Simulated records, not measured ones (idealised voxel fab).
process module | voxel tone inversion
cross-section cut | 225 nm wide | cells 5 nm
A cross-section is a grid of square cells, given in bands from the top down. A band is one or more rows of cells.
Each band's line starts with the height of the band's top and of its bottom, in nm. Then come its materials from left to right, each with its width in nm. One material with "throughout" fills the band from edge to edge. "air" is empty space.
Height 0 is the level under which the wafer as received is all one material. The lowest band goes on downwards, as in "0 down".
A width such as "30 to 40" changes by the same amount from each row of cells to the next, from the band's top row to its bottom row.
"no change" after a step means that no cell of the cross-section changed.
closed voids: empty space of 8 cells or more with no open way to the top, each as width x height at its distance from the left edge, in nm
after a step's settings: what the simulator itself notes on the step
overlay nm, on a step with a mask: how far to the right of its planned place the mask lay; to the left if negative
plan
1 op RECEIVE | material Si
2 op CONFORMAL_DEP | material SiN | thk nm 5
3 op DIRECTIONAL_DEP | material polySi | thk nm 20
4 op PATTERN | tone cover | mask id POSTS | material resist | width nm 25 | pitch nm 40 | thk nm 30 | overlay nm 0
5 op DIRECTIONAL_ETCH | etch materials polySi | depth nm 20
6 op STRIP | etch materials resist
7 op FILL_DEP | material lowk | thk nm 10
8 op CMP | height nm 25
9 op STRIP | etch materials polySi
first wafer, as planned
as received, after step 1
  0 down: Si throughout
  closed voids: none
after step 2
  5 to 0: SiN throughout
  below 0: unchanged
after step 3
  25 to 5: polySi throughout
  below 5: unchanged
after step 4
  55 to 25: air 40 | resist 25 | air 15 | resist 25 | air 15 | resist 25 | air 15 | resist 25 | air 40
  below 25: unchanged
after step 5
  55 to 25: air 40 | resist 25 | air 15 | resist 25 | air 15 | resist 25 | air 15 | resist 25 | air 40
  25 to 5: air 40 | polySi 25 | air 15 | polySi 25 | air 15 | polySi 25 | air 15 | polySi 25 | air 40
  below 5: unchanged
after step 6
  25 to 5: air 40 | polySi 25 | air 15 | polySi 25 | air 15 | polySi 25 | air 15 | polySi 25 | air 40
  below 5: unchanged
after step 7
  35 to 25: lowk throughout
  25 to 5: lowk 40 | polySi 25 | lowk 15 | polySi 25 | lowk 15 | polySi 25 | lowk 15 | polySi 25 | lowk 40
  below 5: unchanged
after step 8
  25 to 5: lowk 40 | polySi 25 | lowk 15 | polySi 25 | lowk 15 | polySi 25 | lowk 15 | polySi 25 | lowk 40
  below 5: unchanged
after step 9
  25 to 5: lowk 40 | air 25 | lowk 15 | air 25 | lowk 15 | air 25 | lowk 15 | air 25 | lowk 40
  below 5: unchanged
second wafer: like start, like plan, one mistake. Through step 1 it matches the first wafer
when step 2 should have ended
  5 to 0: lowk throughout
  below 0: unchanged
when step 3 should have ended
  25 to 5: polySi throughout
  below 5: unchanged
when step 4 should have ended
  55 to 25: air 40 | resist 25 | air 15 | resist 25 | air 15 | resist 25 | air 15 | resist 25 | air 40
  below 25: unchanged
when step 5 should have ended
  55 to 25: air 40 | resist 25 | air 15 | resist 25 | air 15 | resist 25 | air 15 | resist 25 | air 40
  25 to 5: air 40 | polySi 25 | air 15 | polySi 25 | air 15 | polySi 25 | air 15 | polySi 25 | air 40
  below 5: unchanged
when step 6 should have ended
  25 to 5: air 40 | polySi 25 | air 15 | polySi 25 | air 15 | polySi 25 | air 15 | polySi 25 | air 40
  below 5: unchanged
when step 7 should have ended
  35 to 25: lowk throughout
  25 to 5: lowk 40 | polySi 25 | lowk 15 | polySi 25 | lowk 15 | polySi 25 | lowk 15 | polySi 25 | lowk 40
  below 5: unchanged
when step 8 should have ended
  25 to 5: lowk 40 | polySi 25 | lowk 15 | polySi 25 | lowk 15 | polySi 25 | lowk 15 | polySi 25 | lowk 40
  below 5: unchanged
when step 9 should have ended
  25 to 5: lowk 40 | air 25 | lowk 15 | air 25 | lowk 15 | air 25 | lowk 15 | air 25 | lowk 40
  below 5: unchanged
what went wrong: step 2 ran as: op CONFORMAL_DEP | material lowk | thk nm 5
at the end the second wafer has, in cells: 45 fewer of SiN | 45 more of lowk
